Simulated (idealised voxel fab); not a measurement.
process module | voxel capacitor over wiring
cross-section cut | 155 nm wide | cells 5 nm
A cross-section is a grid of square cells, given in bands from the top down. A band is one or more rows of cells.
Each band's line starts with the height of the band's top and of its bottom, in nm. Then come its materials from left to right, each with its width in nm. One material with "throughout" fills the band from edge to edge. "air" is empty space.
Height 0 is the level under which the wafer as received is all one material. The lowest band goes on downwards, as in "0 down".
A width such as "30 to 40" changes by the same amount from each row of cells to the next, from the band's top row to its bottom row.
"no change" after a step means that no cell of the cross-section changed.
closed voids: empty space of 8 cells or more with no open way to the top, each as width x height at its distance from the left edge, in nm
after a step's settings: what the simulator itself notes on the step
overlay nm, on a step with a mask: how far to the right of its planned place the mask lay; to the left if negative
plan
1 op RECEIVE | material Si
2 op CONFORMAL_DEP | material SiO2 | thk nm 15
3 op CONFORMAL_DEP | material SiCN | thk nm 5
4 op DIRECTIONAL_DEP | material SiO2 | thk nm 20
5 op DIRECTIONAL_DEP | material aC | thk nm 10
6 op PATTERN | tone open | mask id METAL_1 | material resist | width nm 30 | pitch nm 85 | thk nm 30 | overlay nm 0
7 op DIRECTIONAL_ETCH | etch materials aC | depth nm 10
8 op STRIP | etch materials resist
9 op DIRECTIONAL_ETCH | etch materials SiO2 | depth nm 20
10 op DIRECTIONAL_ETCH | etch materials SiCN | depth nm 5
11 op STRIP | etch materials aC
12 op CONFORMAL_DEP | material TiN | thk nm 5
13 op FILL_DEP | material Cu | thk nm 10
14 op CMP | height nm 40
15 op EPI | material Ru | thk nm 5
16 op FILL_DEP | material SiCN | thk nm 5
17 op DIRECTIONAL_DEP | material lowk | thk nm 20
18 op DIRECTIONAL_DEP | material aC | thk nm 10
19 op PATTERN | tone open | mask id PLUG_1 | material resist | width nm 15 | thk nm 30 | overlay nm 0
20 op DIRECTIONAL_ETCH | etch materials aC | depth nm 10
21 op STRIP | etch materials resist
22 op DIRECTIONAL_ETCH | etch materials lowk | depth nm 20
23 op DIRECTIONAL_ETCH | etch materials SiCN | depth nm 5
24 op STRIP | etch materials aC
25 op EPI | material Ru | thk nm 10
26 op EPI | material Ru | thk nm 10
27 op EPI | material Ru | thk nm 5
28 op DIRECTIONAL_DEP | material TiN | thk nm 5
29 op DIRECTIONAL_DEP | material HfO2 | thk nm 5
30 op DIRECTIONAL_DEP | material TiN | thk nm 5
31 op PATTERN | tone cover | mask id UPPER_PLATE | material resist | width nm 60 | thk nm 15 | overlay nm 0
32 op DIRECTIONAL_ETCH | etch materials TiN | depth nm 5
33 op DIRECTIONAL_ETCH | etch materials HfO2 | depth nm 5
34 op STRIP | etch materials resist
35 op DIRECTIONAL_DEP | material aC | thk nm 15
36 op PATTERN | tone cover | mask id LOWER_PLATE | material resist | width nm 70 | thk nm 35 | overlay nm 0
37 op DIRECTIONAL_ETCH | etch materials aC | depth nm 15
38 op STRIP | etch materials resist
39 op DIRECTIONAL_ETCH | etch materials TiN | depth nm 5
40 op STRIP | etch materials aC
41 op FILL_DEP | material SiO2 | thk nm 15
42 op CMP | height nm 95
43 op MASKED_ETCH | tone open | mask id PLUG_2 | width nm 15 | etch materials SiO2 | depth nm 10 | overlay nm 0
44 op CONFORMAL_DEP | material TiN | thk nm 5
45 op FILL_DEP | material W | thk nm 10
46 op CMP | height nm 95
47 op CONFORMAL_DEP | material SiCN | thk nm 5
varied across the wafers: width nm of step 19. The plan shows the first wafer's value. All wafers start alike
first wafer as received, after step 1
  0 down: Si throughout
  closed voids: none
first wafer at the end, after step 47
  100 to 95: SiCN throughout
  95 to 90: SiO2 45 | TiN 5 | W 5 | TiN 5 | SiO2 95
  90 to 80: SiO2 45 to 35 | TiN 15 to 60 | SiO2 95 to 60
  80 to 75: SiO2 35 | HfO2 60 | SiO2 60
  75 to 70: SiO2 30 | TiN 70 | SiO2 55
  70 to 50: lowk 35 | Ru 15 | lowk 105
  50 to 45: SiCN 35 | Ru 15 | SiCN 105
  45 to 40: SiCN 15 | Ru 40 | SiCN 45 | Ru 40 | SiCN 15
  40 to 20: SiO2 20 | TiN 5 | Cu 20 | TiN 5 | SiO2 55 | TiN 5 | Cu 20 | TiN 5 | SiO2 20
  20 to 15: SiCN 20 | TiN 30 | SiCN 55 | TiN 30 | SiCN 20
  15 to 0: SiO2 throughout
  0 down: Si throughout
  closed voids: none
last wafer at the end
  100 to 95: SiCN throughout
  95 to 90: SiO2 45 | TiN 5 | W 5 | TiN 5 | SiO2 95
  90 to 80: SiO2 45 to 35 | TiN 15 to 60 | SiO2 95 to 60
  80 to 75: SiO2 35 | HfO2 60 | SiO2 60
  75 to 70: SiO2 30 | TiN 70 | SiO2 55
  70 to 50: lowk 30 | Ru 30 | lowk 95
  50 to 45: SiCN 30 | Ru 30 | SiCN 95
  45 to 40: SiCN 15 | Ru 40 | SiCN 45 | Ru 40 | SiCN 15
  40 to 20: SiO2 20 | TiN 5 | Cu 20 | TiN 5 | SiO2 55 | TiN 5 | Cu 20 | TiN 5 | SiO2 20
  20 to 15: SiCN 20 | TiN 30 | SiCN 55 | TiN 30 | SiCN 20
  15 to 0: SiO2 throughout
  0 down: Si throughout
  closed voids: none
each wafer at the end: cells of each material gained (+) or lost (-) since it was received, then its closed voids
width nm 15 | +32 Cu | +12 HfO2 | +31 Ru | +93 SiCN | +280 SiO2 | +59 TiN | +1 W | +112 lowk | closed voids: none
width nm 20 | +32 Cu | +12 HfO2 | +36 Ru | +92 SiCN | +280 SiO2 | +59 TiN | +1 W | +108 lowk | closed voids: none
width nm 25 | +32 Cu | +12 HfO2 | +41 Ru | +91 SiCN | +280 SiO2 | +59 TiN | +1 W | +104 lowk | closed voids: none
width nm 30 | +32 Cu | +12 HfO2 | +46 Ru | +90 SiCN | +280 SiO2 | +59 TiN | +1 W | +100 lowk | closed voids: none
